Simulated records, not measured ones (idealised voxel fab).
Process module in this document: voxel lift off
cross-section cut | 215 nm wide | cells 5 nm
This document writes a cross-section as a grid whose cells are square, and gives it as bands, listed from the top down; one or more rows of cells form a band. What a band's entry tells you: where the top is and where the bottom is, as heights in nm, and after that what lies inside, material by material from left to right, each with its width in nm. Empty space is written as the word "air", and a single material marked with the word "full width" occupies the band from edge to edge. Where do heights start? At 0: under that level the wafer as delivered is made of one material only. And the lowest band has no floor; it just carries on downward, as in "0 and below". The notation "30..40" denotes a width that varies across the rows of cells in the band, beginning at the first number in the top row, finishing at the second number in the bottom row, and changing by an identical amount from each row to the next. "no alteration" (step): cross-section cells unchanged, all of them. Voids not open to the top, 8 cells minimum: see "Fully sealed voids". Written width x height at distance; distance is from the left edge; nm. Note: text after step settings on the step line = simulator remark on that step. A step line may carry the setting "overlay nm", which, for steps involving a mask, states the distance by which the mask lay to the right of its intended position; negative values denote displacement to the left.

### Process steps (planned)
1: RECEIVE: material Si
2: CONFORMAL_DEP: material Al2O3, thk nm 5
3: PATTERN: tone open, mask id LINES, material resist, width nm 25, pitch nm 40, thk nm 20, overlay nm 0
4: DIRECTIONAL_DEP: material Ru, thk nm 10
5: STRIP: etch materials resist
6: CONFORMAL_DEP: material SiCN, thk nm 5

### Received-state cross-section, reflecting completion of step 1
0 and below: Si full width
Fully sealed voids: none

### Starting structure and process plan are as shown above, but one mistake was made in running the module; the wafer cross-section at the end of the module follows
10 down to 5: SiCN full width
5 down to 0: Al2O3 full width
0 and below: Si full width
Fully sealed voids: none
Against the plan, the run slipped here: step 4 of the plan: omitted, not performed
